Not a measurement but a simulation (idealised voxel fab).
A process module follows: voxel capacitor over wiring.
The width of the displayed cross-section, cut, is 190 nm; its cells are square, with a size of 5 nm.
Cross-section format: a grid of square cells, given as bands from top to bottom; each band is one or more rows of cells.
Read a band's entry like this: the first values are the height of its top and the height of its bottom in nm, and what follows is the sequence of materials from left to right, each with its width in nm. Note that "blank" is empty space, and that a single material marked "edge to edge" reaches across the band from edge to edge.
Height 0 is the level under which the wafer as received is all one material. The lowest band goes on downwards, as in "0 -> down".
A width such as "30->40" changes by the same amount from each row of cells to the next, from the band's top row to its bottom row.
Where a step carries "everything unchanged", the cross-section came out of it unchanged, cell for cell.
If an empty space has no open way to the top and is at least 8 cells in size, "Closed cavity list" lists it, written width x height at distance, where distance is measured from the left edge and every value is in nm.
Text after the settings on a step's line: the simulator's own remark on that step.
The optional step-line setting "overlay nm" applies to steps with a mask and quantifies how far to the right of its planned location the mask lay, a negative value indicating leftward placement.
Process steps (planned)
- 1: RECEIVE,material Si
- 2: CONFORMAL_DEP,material SiO2,thk nm 15
- 3: CONFORMAL_DEP,material SiCN,thk nm 5
- 4: DIRECTIONAL_DEP,material lowk,thk nm 20
- 5: PATTERN,tone open,mask id METAL_1,material resist,width nm 30,pitch nm 95,thk nm 15,overlay nm 0
- 6: DIRECTIONAL_ETCH,etch materials lowk,depth nm 20
- 7: DIRECTIONAL_ETCH,etch materials SiCN,depth nm 5
- 8: STRIP,etch materials resist
- 9: CONFORMAL_DEP,material TiN,thk nm 5
- 10: FILL_DEP,material Ru,thk nm 5
- 11: CMP,height nm 40
- 12: EPI,material Ru,thk nm 5
- 13: FILL_DEP,material SiCN,thk nm 5
- 14: DIRECTIONAL_DEP,material SiO2,thk nm 10
- 15: PATTERN,tone open,mask id PLUG_1,material resist,width nm 15,thk nm 15,overlay nm 0
- 16: DIRECTIONAL_ETCH,etch materials SiO2,depth nm 10
- 17: DIRECTIONAL_ETCH,etch materials SiCN,depth nm 5
- 18: STRIP,etch materials resist
- 19: EPI,material Ru,thk nm 10
- 20: EPI,material Ru,thk nm 5
- 21: DIRECTIONAL_DEP,material TiN,thk nm 10
- 22: DIRECTIONAL_DEP,material HfO2,thk nm 5
- 23: DIRECTIONAL_DEP,material TiN,thk nm 5
- 24: PATTERN,tone cover,mask id UPPER_PLATE,material resist,width nm 70,thk nm 15,overlay nm 0
- 25: DIRECTIONAL_ETCH,etch materials TiN,depth nm 5
- 26: DIRECTIONAL_ETCH,etch materials HfO2,depth nm 5
- 27: STRIP,etch materials resist
- 28: MASKED_ETCH,tone cover,mask id LOWER_PLATE,width nm 80,etch materials TiN,depth nm 10,overlay nm 0
- 29: FILL_DEP,material SiO2,thk nm 15
- 30: CMP,height nm 90
- 31: DIRECTIONAL_DEP,material aC,thk nm 15
- 32: PATTERN,tone open,mask id PLUG_2,material resist,width nm 15,thk nm 35,overlay nm 0
- 33: DIRECTIONAL_ETCH,etch materials aC,depth nm 15
- 34: STRIP,etch materials resist
- 35: DIRECTIONAL_ETCH,etch materials SiO2,depth nm 10
- 36: STRIP,etch materials aC
- 37: CONFORMAL_DEP,material TiN,thk nm 5
- 38: FILL_DEP,material Ru,thk nm 5
- 39: CMP,height nm 90
- 40: CONFORMAL_DEP,material SiCN,thk nm 5
as received, after step 1
	0 -> down  Si edge to edge
	Closed cavity list: none
Cross-sectional image of the first of two wafers at the end of the module, the run having proceeded as planned
	95 -> 90  SiCN edge to edge
	90 -> 85  SiO2: 55 / TiN: 5 / Ru: 5 / TiN: 5 / SiO2: 120
	85 -> 75  SiO2: 55->45 / TiN: 15->70 / SiO2: 120->75
	75 -> 70  SiO2: 45 / HfO2: 70 / SiO2: 75
	70 -> 60  SiO2: 40 / TiN: 80 / SiO2: 70
	60 -> 50  SiO2: 45 / Ru: 15 / SiO2: 130
	50 -> 45  SiCN: 45 / Ru: 15 / SiCN: 130
	45 -> 40  SiCN: 25 / Ru: 40 / SiCN: 55 / Ru: 40 / SiCN: 30
	40 -> 20  lowk: 30 / TiN: 5 / Ru: 20 / TiN: 5 / lowk: 65 / TiN: 5 / Ru: 20 / TiN: 5 / lowk: 35
	20 -> 15  SiCN: 30 / TiN: 30 / SiCN: 65 / TiN: 30 / SiCN: 35
	15 -> 0  SiO2 edge to edge
	0 -> down  Si edge to edge
	Closed cavity list: none
Here is the second of the two wafers cut open at the end of the module - same start, same plan as the first one, but we made one mistake running it
	95 -> 80  SiCN edge to edge
	80 -> 75  SiCN: 45 / TiN: 70 / SiCN: 75
	75 -> 70  SiCN: 45 / HfO2: 70 / SiCN: 75
	70 -> 60  SiCN: 40 / TiN: 80 / SiCN: 70
	60 -> 50  SiO2: 45 / Ru: 15 / SiO2: 130
	50 -> 45  SiCN: 45 / Ru: 15 / SiCN: 130
	45 -> 40  SiCN: 25 / Ru: 40 / SiCN: 55 / Ru: 40 / SiCN: 30
	40 -> 20  lowk: 30 / TiN: 5 / Ru: 20 / TiN: 5 / lowk: 65 / TiN: 5 / Ru: 20 / TiN: 5 / lowk: 35
	20 -> 15  SiCN: 30 / TiN: 30 / SiCN: 65 / TiN: 30 / SiCN: 35
	15 -> 0  SiO2 edge to edge
	0 -> down  Si edge to edge
	Closed cavity list: none
The plan and the run diverged here: step 29 ran with different settings than intended, the actual operation and settings being FILL_DEP,material SiCN,thk nm 15
Wrapping up, a cell-based count of both wafers puts the second over or under the first for these materials: -1 Ru | +168 SiCN | -162 SiO2 | -5 TiN
